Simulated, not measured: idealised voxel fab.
process module | voxel ribs on slabs
cross-section cut | 155 nm wide | cells 5 nm
A cross-section is a grid of square cells, given in bands from the top down. A band is one or more rows of cells.
Each band's line starts with the height of the band's top and of its bottom, in nm. Then come its materials from left to right, each with its width in nm. One material with "throughout" fills the band from edge to edge. "air" is empty space.
Height 0 is the level under which the wafer as received is all one material. The lowest band goes on downwards, as in "0 down".
A width such as "30 to 40" changes by the same amount from each row of cells to the next, from the band's top row to its bottom row.
"no change" after a step means that no cell of the cross-section changed.
closed voids: empty space of 8 cells or more with no open way to the top, each as width x height at its distance from the left edge, in nm
after a step's settings: what the simulator itself notes on the step
overlay nm, on a step with a mask: how far to the right of its planned place the mask lay; to the left if negative
plan
1 op RECEIVE | material Si
2 op DIRECTIONAL_DEP | material SiO2 | thk nm 30
3 op DIRECTIONAL_DEP | material SiN | thk nm 25
4 op PATTERN | tone cover | mask id RIB | material resist | width nm 20 | thk nm 15 | overlay nm -15
5 op DIRECTIONAL_ETCH | etch materials SiN | depth nm 20
6 op STRIP | etch materials resist
7 op MASKED_ETCH | tone cover | mask id SLAB | width nm 50 | etch materials SiN | depth nm 5 | overlay nm 0
8 op FILL_DEP | material SiO2 | thk nm 20
9 op CMP | height nm 70
10 op DIRECTIONAL_DEP | material W | thk nm 10
11 op DIRECTIONAL_DEP | material aC | thk nm 15
12 op PATTERN | tone cover | mask id HEATER | material resist | width nm 30 | thk nm 30 | overlay nm 0
13 op DIRECTIONAL_ETCH | etch materials aC | depth nm 15
14 op STRIP | etch materials resist
15 op DIRECTIONAL_ETCH | etch materials W | depth nm 10
16 op STRIP | etch materials aC
17 op CONFORMAL_DEP | material SiN | thk nm 5
varied across the wafers: overlay nm of step 4. The plan shows the first wafer's value. All wafers start alike
first wafer as received, after step 1
  0 down: Si throughout
  closed voids: none
first wafer at the end, after step 17
  85 to 80: air 55 | SiN 40 | air 60
  80 to 75: air 55 | SiN 5 | W 30 | SiN 5 | air 60
  75 to 70: SiN 60 | W 30 | SiN 65
  70 to 55: SiO2 throughout
  55 to 35: SiO2 50 | SiN 20 | SiO2 85
  35 to 30: SiO2 50 | SiN 50 | SiO2 55
  30 to 0: SiO2 throughout
  0 down: Si throughout
  closed voids: none
last wafer at the end
  85 to 80: air 55 | SiN 40 | air 60
  80 to 75: air 55 | SiN 5 | W 30 | SiN 5 | air 60
  75 to 70: SiN 60 | W 30 | SiN 65
  70 to 55: SiO2 throughout
  55 to 35: SiO2 80 | SiN 20 | SiO2 55
  35 to 30: SiO2 50 | SiN 50 | SiO2 55
  30 to 0: SiO2 throughout
  0 down: Si throughout
  closed voids: none
each wafer at the end: cells of each material gained (+) or lost (-) since it was received, then its closed voids
overlay nm -15 | +61 SiN | +408 SiO2 | +12 W | closed voids: none
overlay nm -10 | +61 SiN | +408 SiO2 | +12 W | closed voids: none
overlay nm -5 | +61 SiN | +408 SiO2 | +12 W | closed voids: none
overlay nm 0 | +61 SiN | +408 SiO2 | +12 W | closed voids: none
overlay nm 5 | +61 SiN | +408 SiO2 | +12 W | closed voids: none
overlay nm 10 | +61 SiN | +408 SiO2 | +12 W | closed voids: none
overlay nm 15 | +61 SiN | +408 SiO2 | +12 W | closed voids: none
